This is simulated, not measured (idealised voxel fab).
Title: Process Module voxel transistor to metal
Section shown: cut. Width: 180 nm. Cell size: 5 nm, square.
Cross-section format: a grid of square cells, given as bands from top to bottom; each band is one or more rows of cells.
For a band, the entry starts with two heights in nm, that of the top and then that of the bottom, and carries on with the band's materials in order from left to right, each alongside its width in nm; the word "throughout" beside a single material means it fills the band edge to edge, and "blank" means empty space.
Where do heights start? At 0: under that level the wafer as delivered is made of one material only. And the lowest band has no floor; it just carries on downward, as in "0 nm and below".
Per-row width for "30 to 40": begins at first number (top row of band), ends at second number (bottom row), increment between rows held constant.
Step note "no alteration" = no cross-section cell changed.
Enclosed void listing: empty space of 8 cells or more with no open way to the top, each as width x height at its distance from the left edge, in nm
If you see something after the settings on a step's line, that's the simulator's own remark about that step.
For masked steps, "overlay nm" on the step line gives how far right of plan the mask actually lay; a minus sign means it lay to the left.
# The process steps that were planned are listed below
1,RECEIVE (material Si)
2,OXIDIZE (depth nm 5)
3,CONFORMAL_DEP (material SiN; thk nm 10)
4,PATTERN (tone cover; mask id ACTIVE; material resist; width nm 95; thk nm 15; overlay nm 0)
5,DIRECTIONAL_ETCH (etch materials SiN; depth nm 10)
6,DIRECTIONAL_ETCH (etch materials SiO2; depth nm 5)
7,DIRECTIONAL_ETCH (etch materials Si; depth nm 25)
8,STRIP (etch materials resist)
9,OXIDIZE (depth nm 5)
10,FILL_DEP (material SiO2; thk nm 15)
11,CMP (height nm 10)
12,SELECTIVE_ETCH (etch materials SiO2; depth nm 5)
13,STRIP (etch materials SiN)
14,SELECTIVE_ETCH (etch materials SiO2; depth nm 5)
15,OXIDIZE (depth nm 5)
16,DIRECTIONAL_DEP (material polySi; thk nm 20)
17,DIRECTIONAL_DEP (material SiCN; thk nm 10)
18,MASKED_ETCH (tone cover; mask id GATE; width nm 15; etch materials SiCN; depth nm 20; overlay nm 0)
19,MASKED_ETCH (tone cover; mask id GATE; width nm 15; etch materials polySi; depth nm 30; overlay nm 0)
20,CONFORMAL_DEP (material SiO2; thk nm 5)
21,DIRECTIONAL_ETCH (etch materials SiO2; depth nm 5)
22,CONFORMAL_DEP (material SiN; thk nm 10)
23,DIRECTIONAL_ETCH (etch materials SiN; depth nm 10)
24,DIRECTIONAL_ETCH (etch materials SiO2; depth nm 5)
25,DIRECTIONAL_ETCH (etch materials Si; depth nm 15)
26,EPI (material nSi; thk nm 20)
27,FILL_DEP (material SiO2; thk nm 5)
28,CMP (height nm 25)
29,DIRECTIONAL_DEP (material SiO2; thk nm 10)
30,PATTERN (tone open; mask id CONTACT; material resist; width nm 25; pitch nm 50; thk nm 15; overlay nm 0)
31,DIRECTIONAL_ETCH (etch materials SiO2; depth nm 25)
32,STRIP (etch materials resist)
33,CONFORMAL_DEP (material TiN; thk nm 5)
34,FILL_DEP (material Ru; thk nm 5)
35,CMP (height nm 35)
36,CONFORMAL_DEP (material SiN; thk nm 5)
37,DIRECTIONAL_DEP (material lowk; thk nm 20)
38,PATTERN (tone open; mask id METAL_1; material resist; width nm 15; pitch nm 60; thk nm 20; overlay nm 0)
39,DIRECTIONAL_ETCH (etch materials lowk; depth nm 20)
40,DIRECTIONAL_ETCH (etch materials SiN; depth nm 5)
41,STRIP (etch materials resist)
42,CONFORMAL_DEP (material TiN; thk nm 5)
43,FILL_DEP (material W; thk nm 5)
44,CMP (height nm 60)
45,CONFORMAL_DEP (material SiCN; thk nm 5)
# This is the cross-section of the wafer as we received it, i.e. after step 1
	0 nm and below: Si throughout
	Enclosed void listing: none
# a wafer at the end: this start, this plan, one mistake
	65 nm to 60 nm: SiCN throughout
	60 nm to 40 nm: 50 of lowk, 5 of TiN, 5 of W, 5 of TiN, 45 of lowk, 5 of TiN, 5 of W, 5 of TiN, 55 of lowk
	40 nm to 35 nm: 50 of SiN, 15 of TiN, 45 of SiN, 15 of TiN, 55 of SiN
	35 nm to 25 nm: 50 of SiO2, 5 of TiN, 15 to 5 of Ru, 5 to 15 of TiN, 25 of SiO2, 5 to 15 of TiN, 15 to 5 of Ru, 5 of TiN, 55 of SiO2
	25 nm to 20 nm: 50 of SiO2, 5 of TiN, 5 of Ru, 5 of TiN, 10 of SiN, 5 of SiO2, 15 of SiCN, 5 of SiO2, 10 of SiN, 5 of TiN, 5 of Ru, 5 of TiN, 55 of SiO2
	20 nm to 15 nm: 50 of SiO2, 15 of TiN, 10 of SiN, 5 of SiO2, 15 of SiCN, 5 of SiO2, 10 of SiN, 15 of TiN, 55 of SiO2
	15 nm to 10 nm: 50 of SiO2, 10 of TiN, 10 of SiN, 5 of SiO2, 25 of polySi, 5 of SiO2, 10 of SiN, 10 of TiN, 55 of SiO2
	10 nm to 0 nm: 40 of SiO2, 20 of nSi, 10 of SiN, 5 of SiO2, 25 of polySi, 5 of SiO2, 10 of SiN, 20 of nSi, 45 of SiO2
	0 nm to -5 nm: 40 of SiO2, 10 of SiN, 10 of nSi, 10 of SiN, 5 of SiO2, 25 of polySi, 5 of SiO2, 10 of SiN, 10 of nSi, 10 of SiN, 45 of SiO2
	-5 nm to -10 nm: 50 of SiO2, 10 of nSi, 55 of SiO2, 10 of nSi, 55 of SiO2
	-10 nm to -25 nm: 45 of SiO2, 5 of Si, 10 of nSi, 55 of Si, 10 of nSi, 5 of Si, 50 of SiO2
	-25 nm to -35 nm: 45 of SiO2, 85 of Si, 50 of SiO2
	-35 nm and below: Si throughout
	Enclosed void listing: none
Finding, execution versus plan: step 19 changed vs plan, executed as MASKED_ETCH (tone cover; mask id GATE; width nm 25; etch materials polySi; depth nm 30; overlay nm 0)
